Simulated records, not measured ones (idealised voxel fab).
process module | voxel transistor to metal
cross-section cut | 285 nm wide | cells 5 nm
A cross-section is a grid of square cells, given in bands from the top down. A band is one or more rows of cells.
Each band's line starts with the height of the band's top and of its bottom, in nm. Then come its materials from left to right, each with its width in nm. One material with "throughout" fills the band from edge to edge. "air" is empty space.
Height 0 is the level under which the wafer as received is all one material. The lowest band goes on downwards, as in "0 down".
A width such as "30 to 40" changes by the same amount from each row of cells to the next, from the band's top row to its bottom row.
"no change" after a step means that no cell of the cross-section changed.
closed voids: empty space of 8 cells or more with no open way to the top, each as width x height at its distance from the left edge, in nm
after a step's settings: what the simulator itself notes on the step
overlay nm, on a step with a mask: how far to the right of its planned place the mask lay; to the left if negative
Each pair below shows a cross-section before one step and the cross-section after it, down to the lowest band that changed. The line under each pair gives the step between them, with its settings. The pairs can come from different runs of this module on the same starting wafer, so a pair continues from the pair above only where its "before" says so.
before
  70 to 45: air 35 | Ru 15 | air 55 | Ru 15 | air 40 | Ru 15 | air 55 | Ru 15 | air 40
  45 to 40: air 35 | TiN 15 | air 55 | TiN 15 | air 40 | TiN 15 | air 55 | TiN 15 | air 40
  40 to 30: SiO2 30 | TiN 5 | Ru 15 | TiN 5 | SiO2 45 | TiN 5 | Ru 15 | TiN 5 | SiO2 30 | TiN 5 | Ru 15 | TiN 5 | SiO2 45 | TiN 5 | Ru 15 | TiN 5 | SiO2 35
  30 to 20: SiO2 30 | TiN 5 | Ru 15 | TiN 5 | SiN 10 | SiCN 25 | SiN 10 | TiN 5 | Ru 15 | TiN 5 | SiO2 30 | TiN 5 | Ru 15 | TiN 5 | SiN 10 | SiCN 25 | SiN 10 | TiN 5 | Ru 15 | TiN 5 | SiO2 35
  20 to 10: SiO2 30 | TiN 5 | Ru 15 | TiN 5 | SiN 10 | polySi 25 | SiN 10 | TiN 5 | Ru 15 | TiN 5 | SiO2 30 | TiN 5 | Ru 15 | TiN 5 | SiN 10 | polySi 25 | SiN 10 | TiN 5 | Ru 15 | TiN 5 | SiO2 35
  10 to 5: SiO2 30 | TiN 25 | SiN 10 | polySi 25 | SiN 10 | TiN 25 | SiO2 30 | TiN 25 | SiN 10 | polySi 25 | SiN 10 | TiN 25 | SiO2 35
  5 to 0: SiO2 25 | SiN 10 | SiGe 20 | SiN 10 | polySi 25 | SiN 10 | SiGe 20 | SiN 10 | SiO2 20 | SiN 10 | SiGe 20 | SiN 10 | polySi 25 | SiN 10 | SiGe 20 | SiN 10 | SiO2 30
  0 to -5: SiO2 35 | SiGe 20 | SiO2 45 | SiGe 20 | SiO2 40 | SiGe 20 | SiO2 45 | SiGe 20 | SiO2 40
  -5 to -10: SiO2 30 | Si 5 | SiGe 20 | Si 45 | SiGe 20 | Si 5 | SiO2 30 | Si 5 | SiGe 20 | Si 45 | SiGe 20 | Si 5 | SiO2 35
  -10 to -35: SiO2 30 | Si 95 | SiO2 30 | Si 95 | SiO2 35
  -35 down: Si throughout
  closed voids: none
after
  80 to 70: lowk throughout
  70 to 45: lowk 35 | Ru 15 | lowk 55 | Ru 15 | lowk 40 | Ru 15 | lowk 55 | Ru 15 | lowk 40
  45 to 40: lowk 35 | TiN 15 | lowk 55 | TiN 15 | lowk 40 | TiN 15 | lowk 55 | TiN 15 | lowk 40
  below 40: unchanged
  closed voids: none
the step between: op FILL_DEP | material lowk | thk nm 10
before: the cross-section after the pair above
after
  70 to 45: lowk 35 | Ru 15 | lowk 55 | Ru 15 | lowk 40 | Ru 15 | lowk 55 | Ru 15 | lowk 40
  below 45: unchanged
  closed voids: none
the step between: op CMP | height nm 70
before: the cross-section after the pair above
after
  75 to 70: SiN throughout
  below 70: unchanged
  closed voids: none
the step between: op CONFORMAL_DEP | material SiN | thk nm 5
before
  35 to 30: SiCN 25 | air 105 | SiCN 20 | air 105 | SiCN 30
  30 to 25: SiCN throughout
  25 to 20: polySi 25 | SiCN 105 | polySi 20 | SiCN 105 | polySi 30
  20 to 5: polySi throughout
  5 to 0: SiO2 25 | polySi 105 | SiO2 20 | polySi 105 | SiO2 30
  0 to -5: SiO2 throughout
  -5 to -35: SiO2 30 | Si 95 | SiO2 30 | Si 95 | SiO2 35
  -35 down: Si throughout
  closed voids: none
after
  55 to 35: air 75 | resist 25 | air 100 | resist 25 | air 60
  35 to 30: SiCN 25 | air 50 | resist 25 | air 30 | SiCN 20 | air 50 | resist 25 | air 30 | SiCN 30
  below 30: unchanged
  closed voids: none
the step between: op PATTERN | tone cover | mask id GATE | material resist | width nm 25 | pitch nm 125 | thk nm 20 | overlay nm 10
before: the cross-section after the pair above
after
  55 to 30: air 75 | resist 25 | air 100 | resist 25 | air 60
  30 to 25: air 75 | SiCN 25 | air 100 | SiCN 25 | air 60
  25 to 20: polySi 25 | air 50 | SiCN 25 | air 30 | polySi 20 | air 50 | SiCN 25 | air 30 | polySi 30
  below 20: unchanged
  closed voids: none
the step between: op DIRECTIONAL_ETCH | etch materials SiCN | depth nm 20
before: the cross-section after the pair above
after
  55 to 30: air 75 | resist 25 | air 100 | resist 25 | air 60
  30 to 20: air 75 | SiCN 25 | air 100 | SiCN 25 | air 60
  20 to 5: air 75 | polySi 25 | air 100 | polySi 25 | air 60
  5 to 0: SiO2 25 | air 50 | polySi 25 | air 30 | SiO2 20 | air 50 | polySi 25 | air 30 | SiO2 30
  below 0: unchanged
  closed voids: none
the step between: op DIRECTIONAL_ETCH | etch materials polySi | depth nm 30
before: the cross-section after the pair above
after
  30 to 20: air 75 | SiCN 25 | air 100 | SiCN 25 | air 60
  below 20: unchanged
  closed voids: none
the step between: op STRIP | etch materials resist
before: the cross-section after the pair above
after
  40 to 30: air 65 | SiN 45 | air 80 | SiN 45 | air 50
  30 to 20: air 65 | SiN 10 | SiCN 25 | SiN 10 | air 80 | SiN 10 | SiCN 25 | SiN 10 | air 50
  20 to 15: air 65 | SiN 10 | polySi 25 | SiN 10 | air 80 | SiN 10 | polySi 25 | SiN 10 | air 50
  15 to 10: SiN 35 | air 30 | SiN 10 | polySi 25 | SiN 10 | air 10 | SiN 40 | air 30 | SiN 10 | polySi 25 | SiN 10 | air 10 | SiN 40
  10 to 5: SiN 75 | polySi 25 | SiN 100 | polySi 25 | SiN 60
  5 to 0: SiO2 25 | SiN 50 | polySi 25 | SiN 30 | SiO2 20 | SiN 50 | polySi 25 | SiN 30 | SiO2 30
  below 0: unchanged
  closed voids: none
the step between: op CONFORMAL_DEP | material SiN | thk nm 10
before: the cross-section after the pair above
after
  30 to 20: air 65 | SiN 10 | SiCN 25 | SiN 10 | air 80 | SiN 10 | SiCN 25 | SiN 10 | air 50
  20 to 5: air 65 | SiN 10 | polySi 25 | SiN 10 | air 80 | SiN 10 | polySi 25 | SiN 10 | air 50
  5 to 0: SiO2 25 | SiN 10 | air 30 | SiN 10 | polySi 25 | SiN 10 | air 10 | SiN 10 | SiO2 20 | SiN 10 | air 30 | SiN 10 | polySi 25 | SiN 10 | air 10 | SiN 10 | SiO2 30
  below 0: unchanged
  closed voids: none
the step between: op DIRECTIONAL_ETCH | etch materials SiN | depth nm 10
before: the cross-section after the pair above
after
  30 to 20: air 65 | SiN 10 | SiCN 25 | SiN 10 | air 80 | SiN 10 | SiCN 25 | SiN 10 | air 50
  20 to 5: air 65 | SiN 10 | polySi 25 | SiN 10 | air 80 | SiN 10 | polySi 25 | SiN 10 | air 50
  5 to 0: air 25 | SiN 10 | air 30 | SiN 10 | polySi 25 | SiN 10 | air 10 | SiN 10 | air 20 | SiN 10 | air 30 | SiN 10 | polySi 25 | SiN 10 | air 10 | SiN 10 | air 30
  0 to -5: SiO2 35 | air 30 | SiO2 45 | air 10 | SiO2 40 | air 30 | SiO2 45 | air 10 | SiO2 40
  below -5: unchanged
  closed voids: none
the step between: op DIRECTIONAL_ETCH | etch materials SiO2 | depth nm 5
before: the cross-section after the pair above
after
  30 to 20: air 65 | SiN 10 | SiCN 25 | SiN 10 | air 80 | SiN 10 | SiCN 25 | SiN 10 | air 50
  20 to 5: air 65 | SiN 10 | polySi 25 | SiN 10 | air 80 | SiN 10 | polySi 25 | SiN 10 | air 50
  5 to 0: air 25 | SiN 10 | air 30 | SiN 10 | polySi 25 | SiN 10 | air 10 | SiN 10 | air 20 | SiN 10 | air 30 | SiN 10 | polySi 25 | SiN 10 | air 10 | SiN 10 | air 30
  0 to -5: SiO2 35 | air 30 | SiO2 45 | air 10 | SiO2 40 | air 30 | SiO2 45 | air 10 | SiO2 40
  -5 to -10: SiO2 30 | Si 5 | air 30 | Si 45 | air 10 | Si 5 | SiO2 30 | Si 5 | air 30 | Si 45 | air 10 | Si 5 | SiO2 35
  below -10: unchanged
  closed voids: none
the step between: op DIRECTIONAL_ETCH | etch materials Si | depth nm 5
before: the cross-section after the pair above
after
  30 to 20: air 65 | SiN 10 | SiCN 25 | SiN 10 | air 80 | SiN 10 | SiCN 25 | SiN 10 | air 50
  20 to 5: air 65 | SiN 10 | polySi 25 | SiN 10 | air 80 | SiN 10 | polySi 25 | SiN 10 | air 50
  5 to 0: air 25 | SiN 10 | SiGe 10 | air 10 | SiGe 10 | SiN 10 | polySi 25 | SiN 10 | SiGe 10 | SiN 10 | air 20 | SiN 10 | SiGe 10 | air 10 | SiGe 10 | SiN 10 | polySi 25 | SiN 10 | SiGe 10 | SiN 10 | air 30
  0 to -5: SiO2 35 | SiGe 30 | SiO2 45 | SiGe 10 | SiO2 40 | SiGe 30 | SiO2 45 | SiGe 10 | SiO2 40
  -5 to -10: SiO2 30 | Si 5 | SiGe 30 | Si 45 | SiGe 10 | Si 5 | SiO2 30 | Si 5 | SiGe 30 | Si 45 | SiGe 10 | Si 5 | SiO2 35
  below -10: unchanged
  closed voids: none
the step between: op EPI | material SiGe | thk nm 10
before: the cross-section after the pair above
after
  35 to 30: SiO2 throughout
  30 to 20: SiO2 65 | SiN 10 | SiCN 25 | SiN 10 | SiO2 80 | SiN 10 | SiCN 25 | SiN 10 | SiO2 50
  20 to 5: SiO2 65 | SiN 10 | polySi 25 | SiN 10 | SiO2 80 | SiN 10 | polySi 25 | SiN 10 | SiO2 50
  5 to 0: SiO2 25 | SiN 10 | SiGe 10 | SiO2 10 | SiGe 10 | SiN 10 | polySi 25 | SiN 10 | SiGe 10 | SiN 10 | SiO2 20 | SiN 10 | SiGe 10 | SiO2 10 | SiGe 10 | SiN 10 | polySi 25 | SiN 10 | SiGe 10 | SiN 10 | SiO2 30
  below 0: unchanged
  closed voids: none
the step between: op FILL_DEP | material SiO2 | thk nm 5
before: the cross-section after the pair above
after
  30 to 20: SiO2 65 | SiN 10 | SiCN 25 | SiN 10 | SiO2 80 | SiN 10 | SiCN 25 | SiN 10 | SiO2 50
  below 20: unchanged
  closed voids: none
the step between: op CMP | height nm 30
before: the cross-section after the pair above
after
  40 to 30: SiO2 throughout
  below 30: unchanged
  closed voids: none
the step between: op DIRECTIONAL_DEP | material SiO2 | thk nm 10
before: the cross-section after the pair above
after
  40 to 30: SiO2 35 | air 15 | SiO2 55 | air 15 | SiO2 40 | air 15 | SiO2 55 | air 15 | SiO2 40
  30 to 20: SiO2 35 | air 15 | SiO2 15 | SiN 10 | SiCN 25 | SiN 10 | air 10 | SiO2 40 | air 15 | SiO2 15 | SiN 10 | SiCN 25 | SiN 10 | air 10 | SiO2 40
  20 to 5: SiO2 35 | air 15 | SiO2 15 | SiN 10 | polySi 25 | SiN 10 | air 10 | SiO2 40 | air 15 | SiO2 15 | SiN 10 | polySi 25 | SiN 10 | air 10 | SiO2 40
  below 5: unchanged
  closed voids: none
the step between: op MASKED_ETCH | tone open | mask id CONTACT | width nm 15 | etch materials SiO2 | depth nm 35 | overlay nm 0
before: the cross-section after the pair above
after
  45 to 40: TiN 40 | air 5 | TiN 65 | air 5 | TiN 50 | air 5 | TiN 65 | air 5 | TiN 45
  40 to 35: SiO2 35 | TiN 5 | air 5 | TiN 5 | SiO2 55 | TiN 5 | air 5 | TiN 5 | SiO2 40 | TiN 5 | air 5 | TiN 5 | SiO2 55 | TiN 5 | air 5 | TiN 5 | SiO2 40
  35 to 30: SiO2 35 | TiN 5 | air 5 | TiN 5 | SiO2 55 | TiN 15 | SiO2 40 | TiN 5 | air 5 | TiN 5 | SiO2 55 | TiN 15 | SiO2 40
  30 to 20: SiO2 35 | TiN 5 | air 5 | TiN 5 | SiO2 15 | SiN 10 | SiCN 25 | SiN 10 | TiN 10 | SiO2 40 | TiN 5 | air 5 | TiN 5 | SiO2 15 | SiN 10 | SiCN 25 | SiN 10 | TiN 10 | SiO2 40
  20 to 10: SiO2 35 | TiN 5 | air 5 | TiN 5 | SiO2 15 | SiN 10 | polySi 25 | SiN 10 | TiN 10 | SiO2 40 | TiN 5 | air 5 | TiN 5 | SiO2 15 | SiN 10 | polySi 25 | SiN 10 | TiN 10 | SiO2 40
  10 to 5: SiO2 35 | TiN 15 | SiO2 15 | SiN 10 | polySi 25 | SiN 10 | TiN 10 | SiO2 40 | TiN 15 | SiO2 15 | SiN 10 | polySi 25 | SiN 10 | TiN 10 | SiO2 40
  below 5: unchanged
  closed voids: none
the step between: op CONFORMAL_DEP | material TiN | thk nm 5
before: the cross-section after the pair above
after
  50 to 45: Ru throughout
  45 to 40: TiN 40 | Ru 5 | TiN 65 | Ru 5 | TiN 50 | Ru 5 | TiN 65 | Ru 5 | TiN 45
  40 to 35: SiO2 35 | TiN 5 | Ru 5 | TiN 5 | SiO2 55 | TiN 5 | Ru 5 | TiN 5 | SiO2 40 | TiN 5 | Ru 5 | TiN 5 | SiO2 55 | TiN 5 | Ru 5 | TiN 5 | SiO2 40
  35 to 30: SiO2 35 | TiN 5 | Ru 5 | TiN 5 | SiO2 55 | TiN 15 | SiO2 40 | TiN 5 | Ru 5 | TiN 5 | SiO2 55 | TiN 15 | SiO2 40
  30 to 20: SiO2 35 | TiN 5 | Ru 5 | TiN 5 | SiO2 15 | SiN 10 | SiCN 25 | SiN 10 | TiN 10 | SiO2 40 | TiN 5 | Ru 5 | TiN 5 | SiO2 15 | SiN 10 | SiCN 25 | SiN 10 | TiN 10 | SiO2 40
  20 to 10: SiO2 35 | TiN 5 | Ru 5 | TiN 5 | SiO2 15 | SiN 10 | polySi 25 | SiN 10 | TiN 10 | SiO2 40 | TiN 5 | Ru 5 | TiN 5 | SiO2 15 | SiN 10 | polySi 25 | SiN 10 | TiN 10 | SiO2 40
  below 10: unchanged
  closed voids: none
the step between: op FILL_DEP | material Ru | thk nm 5
before: the cross-section after the pair above
after
  40 to 35: SiO2 35 | TiN 5 | Ru 5 | TiN 5 | SiO2 55 | TiN 5 | Ru 5 | TiN 5 | SiO2 40 | TiN 5 | Ru 5 | TiN 5 | SiO2 55 | TiN 5 | Ru 5 | TiN 5 | SiO2 40
  below 35: unchanged
  closed voids: none
the step between: op CMP | height nm 40
before: the cross-section after the pair above
after
  45 to 40: TiN throughout
  below 40: unchanged
  closed voids: none
the step between: op DIRECTIONAL_DEP | material TiN | thk nm 5
before: the cross-section after the pair above
after
  70 to 45: Ru throughout
  below 45: unchanged
  closed voids: none
the step between: op DIRECTIONAL_DEP | material Ru | thk nm 25
before: the cross-section after the pair above
after
  70 to 45: air 35 | Ru 15 | air 55 | Ru 15 | air 40 | Ru 15 | air 55 | Ru 15 | air 40
  below 45: unchanged
  closed voids: none
the step between: op MASKED_ETCH | tone cover | mask id METAL_1 | width nm 15 | etch materials Ru | depth nm 25 | overlay nm 0
before: the cross-section after the pair above
after
  70 to 45: air 35 | Ru 15 | air 55 | Ru 15 | air 40 | Ru 15 | air 55 | Ru 15 | air 40
  45 to 40: air 35 | TiN 15 | air 55 | TiN 15 | air 40 | TiN 15 | air 55 | TiN 15 | air 40
  below 40: unchanged
  closed voids: none
the step between: op MASKED_ETCH | tone cover | mask id METAL_1 | width nm 15 | etch materials TiN | depth nm 5 | overlay nm 0
before: the cross-section after the pair above
after
  80 to 70: lowk throughout
  70 to 45: lowk 35 | Ru 15 | lowk 55 | Ru 15 | lowk 40 | Ru 15 | lowk 55 | Ru 15 | lowk 40
  45 to 40: lowk 35 | TiN 15 | lowk 55 | TiN 15 | lowk 40 | TiN 15 | lowk 55 | TiN 15 | lowk 40
  below 40: unchanged
  closed voids: none
the step between: op FILL_DEP | material lowk | thk nm 10
before: the cross-section after the pair above
after
  70 to 45: lowk 35 | Ru 15 | lowk 55 | Ru 15 | lowk 40 | Ru 15 | lowk 55 | Ru 15 | lowk 40
  below 45: unchanged
  closed voids: none
the step between: op CMP | height nm 70
before: the cross-section after the pair above
after
  75 to 70: SiN throughout
  below 70: unchanged
  closed voids: none
the step between: op CONFORMAL_DEP | material SiN | thk nm 5
before
  30 to 20: air 55 | SiN 10 | SiCN 25 | SiN 10 | air 80 | SiN 10 | SiCN 25 | SiN 10 | air 60
  20 to 5: air 55 | SiN 10 | polySi 25 | SiN 10 | air 80 | SiN 10 | polySi 25 | SiN 10 | air 60
  5 to 0: SiO2 25 | SiN 10 | air 20 | SiN 10 | polySi 25 | SiN 10 | air 20 | SiN 10 | SiO2 20 | SiN 10 | air 20 | SiN 10 | polySi 25 | SiN 10 | air 20 | SiN 10 | SiO2 30
  0 to -5: SiO2 throughout
  -5 to -35: SiO2 30 | Si 95 | SiO2 30 | Si 95 | SiO2 35
  -35 down: Si throughout
  closed voids: none
after
  30 to 25: air 55 | SiN 10 | air 25 | SiN 10 | air 80 | SiN 10 | air 25 | SiN 10 | air 60
  below 25: unchanged
  closed voids: none
the step between: op DIRECTIONAL_ETCH | etch materials SiCN | depth nm 5
before: the cross-section after the pair above
after
  35 to 30: SiO2 throughout
  30 to 25: SiO2 55 | SiN 10 | SiO2 25 | SiN 10 | SiO2 80 | SiN 10 | SiO2 25 | SiN 10 | SiO2 60
  25 to 20: SiO2 55 | SiN 10 | SiCN 25 | SiN 10 | SiO2 80 | SiN 10 | SiCN 25 | SiN 10 | SiO2 60
  20 to 5: SiO2 55 | SiN 10 | polySi 25 | SiN 10 | SiO2 80 | SiN 10 | polySi 25 | SiN 10 | SiO2 60
  5 to 0: SiO2 25 | SiN 10 | SiO2 20 | SiN 10 | polySi 25 | SiN 10 | SiO2 20 | SiN 10 | SiO2 20 | SiN 10 | SiO2 20 | SiN 10 | polySi 25 | SiN 10 | SiO2 20 | SiN 10 | SiO2 30
  below 0: unchanged
  closed voids: none
the step between: op FILL_DEP | material SiO2 | thk nm 5
before: the cross-section after the pair above
after
  30 to 25: SiO2 55 | SiN 10 | SiO2 25 | SiN 10 | SiO2 80 | SiN 10 | SiO2 25 | SiN 10 | SiO2 60
  below 25: unchanged
  closed voids: none
the step between: op CMP | height nm 30
before: the cross-section after the pair above
after
  40 to 30: SiO2 throughout
  below 30: unchanged
  closed voids: none
the step between: op DIRECTIONAL_DEP | material SiO2 | thk nm 10
before: the cross-section after the pair above
after
  40 to 30: SiO2 35 | air 15 | SiO2 55 | air 15 | SiO2 40 | air 15 | SiO2 55 | air 15 | SiO2 40
  30 to 25: SiO2 35 | air 15 | SiO2 5 | SiN 10 | SiO2 25 | SiN 10 | SiO2 5 | air 15 | SiO2 40 | air 15 | SiO2 5 | SiN 10 | SiO2 25 | SiN 10 | SiO2 5 | air 15 | SiO2 40
  25 to 20: SiO2 35 | air 15 | SiO2 5 | SiN 10 | SiCN 25 | SiN 10 | SiO2 5 | air 15 | SiO2 40 | air 15 | SiO2 5 | SiN 10 | SiCN 25 | SiN 10 | SiO2 5 | air 15 | SiO2 40
  20 to 5: SiO2 35 | air 15 | SiO2 5 | SiN 10 | polySi 25 | SiN 10 | SiO2 5 | air 15 | SiO2 40 | air 15 | SiO2 5 | SiN 10 | polySi 25 | SiN 10 | SiO2 5 | air 15 | SiO2 40
  below 5: unchanged
  closed voids: none
the step between: op MASKED_ETCH | tone open | mask id CONTACT | width nm 15 | etch materials SiO2 | depth nm 35 | overlay nm 0
before: the cross-section after the pair above
after
  45 to 40: TiN 40 | air 5 | TiN 65 | air 5 | TiN 50 | air 5 | TiN 65 | air 5 | TiN 45
  40 to 30: SiO2 35 | TiN 5 | air 5 | TiN 5 | SiO2 55 | TiN 5 | air 5 | TiN 5 | SiO2 40 | TiN 5 | air 5 | TiN 5 | SiO2 55 | TiN 5 | air 5 | TiN 5 | SiO2 40
  30 to 25: SiO2 35 | TiN 5 | air 5 | TiN 5 | SiO2 5 | SiN 10 | SiO2 25 | SiN 10 | SiO2 5 | TiN 5 | air 5 | TiN 5 | SiO2 40 | TiN 5 | air 5 | TiN 5 | SiO2 5 | SiN 10 | SiO2 25 | SiN 10 | SiO2 5 | TiN 5 | air 5 | TiN 5 | SiO2 40
  25 to 20: SiO2 35 | TiN 5 | air 5 | TiN 5 | SiO2 5 | SiN 10 | SiCN 25 | SiN 10 | SiO2 5 | TiN 5 | air 5 | TiN 5 | SiO2 40 | TiN 5 | air 5 | TiN 5 | SiO2 5 | SiN 10 | SiCN 25 | SiN 10 | SiO2 5 | TiN 5 | air 5 | TiN 5 | SiO2 40
  20 to 10: SiO2 35 | TiN 5 | air 5 | TiN 5 | SiO2 5 | SiN 10 | polySi 25 | SiN 10 | SiO2 5 | TiN 5 | air 5 | TiN 5 | SiO2 40 | TiN 5 | air 5 | TiN 5 | SiO2 5 | SiN 10 | polySi 25 | SiN 10 | SiO2 5 | TiN 5 | air 5 | TiN 5 | SiO2 40
  10 to 5: SiO2 35 | TiN 15 | SiO2 5 | SiN 10 | polySi 25 | SiN 10 | SiO2 5 | TiN 15 | SiO2 40 | TiN 15 | SiO2 5 | SiN 10 | polySi 25 | SiN 10 | SiO2 5 | TiN 15 | SiO2 40
  below 5: unchanged
  closed voids: none
the step between: op CONFORMAL_DEP | material TiN | thk nm 5
before: the cross-section after the pair above
after
  50 to 45: Ru throughout
  45 to 40: TiN 40 | Ru 5 | TiN 65 | Ru 5 | TiN 50 | Ru 5 | TiN 65 | Ru 5 | TiN 45
  40 to 30: SiO2 35 | TiN 5 | Ru 5 | TiN 5 | SiO2 55 | TiN 5 | Ru 5 | TiN 5 | SiO2 40 | TiN 5 | Ru 5 | TiN 5 | SiO2 55 | TiN 5 | Ru 5 | TiN 5 | SiO2 40
  30 to 25: SiO2 35 | TiN 5 | Ru 5 | TiN 5 | SiO2 5 | SiN 10 | SiO2 25 | SiN 10 | SiO2 5 | TiN 5 | Ru 5 | TiN 5 | SiO2 40 | TiN 5 | Ru 5 | TiN 5 | SiO2 5 | SiN 10 | SiO2 25 | SiN 10 | SiO2 5 | TiN 5 | Ru 5 | TiN 5 | SiO2 40
  25 to 20: SiO2 35 | TiN 5 | Ru 5 | TiN 5 | SiO2 5 | SiN 10 | SiCN 25 | SiN 10 | SiO2 5 | TiN 5 | Ru 5 | TiN 5 | SiO2 40 | TiN 5 | Ru 5 | TiN 5 | SiO2 5 | SiN 10 | SiCN 25 | SiN 10 | SiO2 5 | TiN 5 | Ru 5 | TiN 5 | SiO2 40
  20 to 10: SiO2 35 | TiN 5 | Ru 5 | TiN 5 | SiO2 5 | SiN 10 | polySi 25 | SiN 10 | SiO2 5 | TiN 5 | Ru 5 | TiN 5 | SiO2 40 | TiN 5 | Ru 5 | TiN 5 | SiO2 5 | SiN 10 | polySi 25 | SiN 10 | SiO2 5 | TiN 5 | Ru 5 | TiN 5 | SiO2 40
  below 10: unchanged
  closed voids: none
the step between: op FILL_DEP | material Ru | thk nm 5
before: the cross-section after the pair above
after
  40 to 30: SiO2 35 | TiN 5 | Ru 5 | TiN 5 | SiO2 55 | TiN 5 | Ru 5 | TiN 5 | SiO2 40 | TiN 5 | Ru 5 | TiN 5 | SiO2 55 | TiN 5 | Ru 5 | TiN 5 | SiO2 40
  below 30: unchanged
  closed voids: none
the step between: op CMP | height nm 40
before: the cross-section after the pair above
after
  45 to 40: TiN throughout
  below 40: unchanged
  closed voids: none
the step between: op DIRECTIONAL_DEP | material TiN | thk nm 5
before: the cross-section after the pair above
after
  70 to 45: Ru throughout
  below 45: unchanged
  closed voids: none
the step between: op DIRECTIONAL_DEP | material Ru | thk nm 25
before: the cross-section after the pair above
after
  70 to 45: air 35 | Ru 15 | air 55 | Ru 15 | air 40 | Ru 15 | air 55 | Ru 15 | air 40
  below 45: unchanged
  closed voids: none
the step between: op MASKED_ETCH | tone cover | mask id METAL_1 | width nm 15 | etch materials Ru | depth nm 25 | overlay nm 0
before: the cross-section after the pair above
after
  70 to 45: air 35 | Ru 15 | air 55 | Ru 15 | air 40 | Ru 15 | air 55 | Ru 15 | air 40
  45 to 40: air 35 | TiN 15 | air 55 | TiN 15 | air 40 | TiN 15 | air 55 | TiN 15 | air 40
  below 40: unchanged
  closed voids: none
the step between: op MASKED_ETCH | tone cover | mask id METAL_1 | width nm 15 | etch materials TiN | depth nm 5 | overlay nm 0
before: the cross-section after the pair above
after
  80 to 70: lowk throughout
  70 to 45: lowk 35 | Ru 15 | lowk 55 | Ru 15 | lowk 40 | Ru 15 | lowk 55 | Ru 15 | lowk 40
  45 to 40: lowk 35 | TiN 15 | lowk 55 | TiN 15 | lowk 40 | TiN 15 | lowk 55 | TiN 15 | lowk 40
  below 40: unchanged
  closed voids: none
the step between: op FILL_DEP | material lowk | thk nm 10
before: the cross-section after the pair above
after
  70 to 45: lowk 35 | Ru 15 | lowk 55 | Ru 15 | lowk 40 | Ru 15 | lowk 55 | Ru 15 | lowk 40
  below 45: unchanged
  closed voids: none
the step between: op CMP | height nm 70
before: the cross-section after the pair above
after
  75 to 70: SiN throughout
  below 70: unchanged
  closed voids: none
the step between: op CONFORMAL_DEP | material SiN | thk nm 5
before
  70 to 45: Ru throughout
  45 to 40: TiN throughout
  40 to 30: SiO2 35 | TiN 5 | Ru 5 | TiN 5 | SiO2 55 | TiN 5 | Ru 5 | TiN 5 | SiO2 40 | TiN 5 | Ru 5 | TiN 5 | SiO2 55 | TiN 5 | Ru 5 | TiN 5 | SiO2 40
  30 to 20: SiO2 35 | TiN 5 | Ru 5 | TiN 5 | SiO2 5 | SiN 10 | SiCN 25 | SiN 10 | SiO2 5 | TiN 5 | Ru 5 | TiN 5 | SiO2 40 | TiN 5 | Ru 5 | TiN 5 | SiO2 5 | SiN 10 | SiCN 25 | SiN 10 | SiO2 5 | TiN 5 | Ru 5 | TiN 5 | SiO2 40
  20 to 10: SiO2 35 | TiN 5 | Ru 5 | TiN 5 | SiO2 5 | SiN 10 | polySi 25 | SiN 10 | SiO2 5 | TiN 5 | Ru 5 | TiN 5 | SiO2 40 | TiN 5 | Ru 5 | TiN 5 | SiO2 5 | SiN 10 | polySi 25 | SiN 10 | SiO2 5 | TiN 5 | Ru 5 | TiN 5 | SiO2 40
  10 to 5: SiO2 35 | TiN 15 | SiO2 5 | SiN 10 | polySi 25 | SiN 10 | SiO2 5 | TiN 15 | SiO2 40 | TiN 15 | SiO2 5 | SiN 10 | polySi 25 | SiN 10 | SiO2 5 | TiN 15 | SiO2 40
  5 to 0: SiO2 25 | SiN 10 | SiGe 20 | SiN 10 | polySi 25 | SiN 10 | SiGe 20 | SiN 10 | SiO2 20 | SiN 10 | SiGe 20 | SiN 10 | polySi 25 | SiN 10 | SiGe 20 | SiN 10 | SiO2 30
  0 to -5: SiO2 35 | SiGe 20 | SiO2 45 | SiGe 20 | SiO2 40 | SiGe 20 | SiO2 45 | SiGe 20 | SiO2 40
  -5 to -10: SiO2 30 | Si 5 | SiGe 20 | Si 45 | SiGe 20 | Si 5 | SiO2 30 | Si 5 | SiGe 20 | Si 45 | SiGe 20 | Si 5 | SiO2 35
  -10 to -35: SiO2 30 | Si 95 | SiO2 30 | Si 95 | SiO2 35
  -35 down: Si throughout
  closed voids: none
after
  70 to 45: Ru 35 | air 15 | Ru 55 | air 15 | Ru 40 | air 15 | Ru 55 | air 15 | Ru 40
  below 45: unchanged
  closed voids: none
the step between: op MASKED_ETCH | tone open | mask id METAL_1 | width nm 15 | etch materials Ru | depth nm 25 | overlay nm 0
before: the cross-section after the pair above
after
  80 to 70: lowk throughout
  70 to 45: Ru 35 | lowk 15 | Ru 55 | lowk 15 | Ru 40 | lowk 15 | Ru 55 | lowk 15 | Ru 40
  below 45: unchanged
  closed voids: none
the step between: op FILL_DEP | material lowk | thk nm 10
before: the cross-section after the pair above
after
  70 to 45: Ru 35 | lowk 15 | Ru 55 | lowk 15 | Ru 40 | lowk 15 | Ru 55 | lowk 15 | Ru 40
  below 45: unchanged
  closed voids: none
the step between: op CMP | height nm 70
before: the cross-section after the pair above
after
  75 to 70: SiN throughout
  below 70: unchanged
  closed voids: none
the step between: op CONFORMAL_DEP | material SiN | thk nm 5
